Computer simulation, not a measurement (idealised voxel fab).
Documented hereafter: the process module known as voxel trench capacitor.
The width of the displayed cross-section, cut, is 275 nm; its cells are square, with a size of 5 nm.
Throughout this document, each cross-section is represented as a grid of square cells and is presented as a sequence of bands enumerated from the top downward, where a band comprises one or more rows of cells.
Top height, bottom height, nm. Materials left to right, width each, nm. Single material + "everywhere" = fills band edge to edge. "empty" = empty.
Beneath 0, the wafer as received is one material, and that level is where height counting begins. The lowest band goes on downward without a bottom; it is written like "top 0, no bottom".
The width entry "30..40" should be interpreted row by row: the top row of cells in the band takes the first number, the bottom row takes the second number, and the change between adjacent rows is uniform throughout.
Step note "nothing different" = no cross-section cell changed.
"Cavities, sealed" means: voids of 8 cells or more that are shut off from the top with no open way through. Written width x height at distance, distance from the left edge, in nm.
Formally, on a step line, whatever follows the settings is a remark that the simulator itself makes on the step.
On any step carrying a mask, the "overlay nm" setting, if present on the step's line, tells how far right of its planned place the mask lay; negative values point to the left.

### Planned step list for the process
1) RECEIVE,material Si
2) CONFORMAL_DEP,material SiN,thk nm 10
3) MASKED_ETCH,tone open,mask id TRENCH,width nm 30,pitch nm 60,etch materials SiN,depth nm 10,overlay nm 0
4) MASKED_ETCH,tone open,mask id TRENCH,width nm 30,pitch nm 60,etch materials Si,depth nm 25,overlay nm 0
5) CONFORMAL_DEP,material Al2O3,thk nm 5
6) CONFORMAL_DEP,material TiN,thk nm 5
7) FILL_DEP,material W,thk nm 10
8) CMP,height nm 10

### As-received wafer cross-section (after step 1)
  top 0, no bottom  Si everywhere
  Cavities, sealed: none

### Cross-section taken at module completion on the first of two wafers; processed per the plan
  top 10, bottom 0  SiN 30; Al2O3 5; TiN 5; W 10; TiN 5; Al2O3 5; SiN 30; Al2O3 5; TiN 5; W 10; TiN 5; Al2O3 5; SiN 30; Al2O3 5; TiN 5; W 10; TiN 5; Al2O3 5; SiN 30; Al2O3 5; TiN 5; W 10; TiN 5; Al2O3 5; SiN 35
  top 0, bottom -15  Si 30; Al2O3 5; TiN 5; W 10; TiN 5; Al2O3 5; Si 30; Al2O3 5; TiN 5; W 10; TiN 5; Al2O3 5; Si 30; Al2O3 5; TiN 5; W 10; TiN 5; Al2O3 5; Si 30; Al2O3 5; TiN 5; W 10; TiN 5; Al2O3 5; Si 35
  top -15, bottom -20  Si 30; Al2O3 5; TiN 20; Al2O3 5; Si 30; Al2O3 5; TiN 20; Al2O3 5; Si 30; Al2O3 5; TiN 20; Al2O3 5; Si 30; Al2O3 5; TiN 20; Al2O3 5; Si 35
  top -20, bottom -25  Si 30; Al2O3 30; Si 30; Al2O3 30; Si 30; Al2O3 30; Si 30; Al2O3 30; Si 35
  top -25, no bottom  Si everywhere
  Cavities, sealed: none

### What the second wafer looks like in cross-section once the module is done. Its start and its plan matched the first wafer's exactly; what differed was one mistake in how it was run
  top 10, bottom 5  TiN 25; Al2O3 5; SiN 30; Al2O3 5; TiN 20; Al2O3 5; SiN 30; Al2O3 5; TiN 20; Al2O3 5; SiN 30; Al2O3 5; TiN 20; Al2O3 5; SiN 30; Al2O3 5; TiN 30
  top 5, bottom 0  Al2O3 30; SiN 30; Al2O3 30; SiN 30; Al2O3 30; SiN 30; Al2O3 30; SiN 30; Al2O3 35
  top 0, no bottom  Si everywhere
  Cavities, sealed: none
Finding, execution versus plan: planned and actual differ for step 3; actual: MASKED_ETCH,tone cover,mask id TRENCH,width nm 30,pitch nm 60,etch materials SiN,depth nm 10,overlay nm 0
at the end the second wafer has, in cells: -33 Al2O3 | +120 Si | -14 SiN | -33 TiN | -40 W
